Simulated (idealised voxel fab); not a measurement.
process module | voxel gate over fins
cross-section cut | 205 nm wide | cells 5 nm
A cross-section is a grid of square cells, given in bands from the top down. A band is one or more rows of cells.
Each band's line starts with the height of the band's top and of its bottom, in nm. Then come its materials from left to right, each with its width in nm. One material with "throughout" fills the band from edge to edge. "air" is empty space.
Height 0 is the level under which the wafer as received is all one material. The lowest band goes on downwards, as in "0 down".
A width such as "30 to 40" changes by the same amount from each row of cells to the next, from the band's top row to its bottom row.
"no change" after a step means that no cell of the cross-section changed.
closed voids: empty space of 8 cells or more with no open way to the top, each as width x height at its distance from the left edge, in nm
after a step's settings: what the simulator itself notes on the step
overlay nm, on a step with a mask: how far to the right of its planned place the mask lay; to the left if negative
plan
1 op RECEIVE | material Si
2 op CONFORMAL_DEP | material SiN | thk nm 5
3 op MASKED_ETCH | tone cover | mask id FINS | width nm 15 | pitch nm 40 | etch materials SiN | depth nm 5 | overlay nm 0
4 op MASKED_ETCH | tone cover | mask id FINS | width nm 15 | pitch nm 40 | etch materials Si | depth nm 40 | overlay nm 0
5 op OXIDIZE | depth nm 5
6 op FILL_DEP | material SiO2 | thk nm 5
7 op CMP | height nm 5
8 op SELECTIVE_ETCH | etch materials SiO2 | depth nm 15
9 op STRIP | etch materials SiN
10 op CONFORMAL_DEP | material HfO2 | thk nm 5
11 op CONFORMAL_DEP | material TiN | thk nm 5
12 op FILL_DEP | material W | thk nm 15
13 op CMP | height nm 20
14 op CONFORMAL_DEP | material SiCN | thk nm 10
as received, after step 1
  0 down: Si throughout
  closed voids: none
a wafer at the end: this start, this plan, one mistake
  30 to 20: SiCN throughout
  20 to 5: W throughout
  5 to 0: W 70 | TiN 25 | W 15 | TiN 25 | W 70
  0 to -5: TiN 75 | HfO2 15 | TiN 25 | HfO2 15 | TiN 75
  -5 to -10: HfO2 80 | Si 5 | HfO2 35 | Si 5 | HfO2 80
  -10 to -45: SiO2 80 | Si 5 | SiO2 35 | Si 5 | SiO2 80
  -45 down: Si throughout
  closed voids: none
what went wrong: step 2 was left out
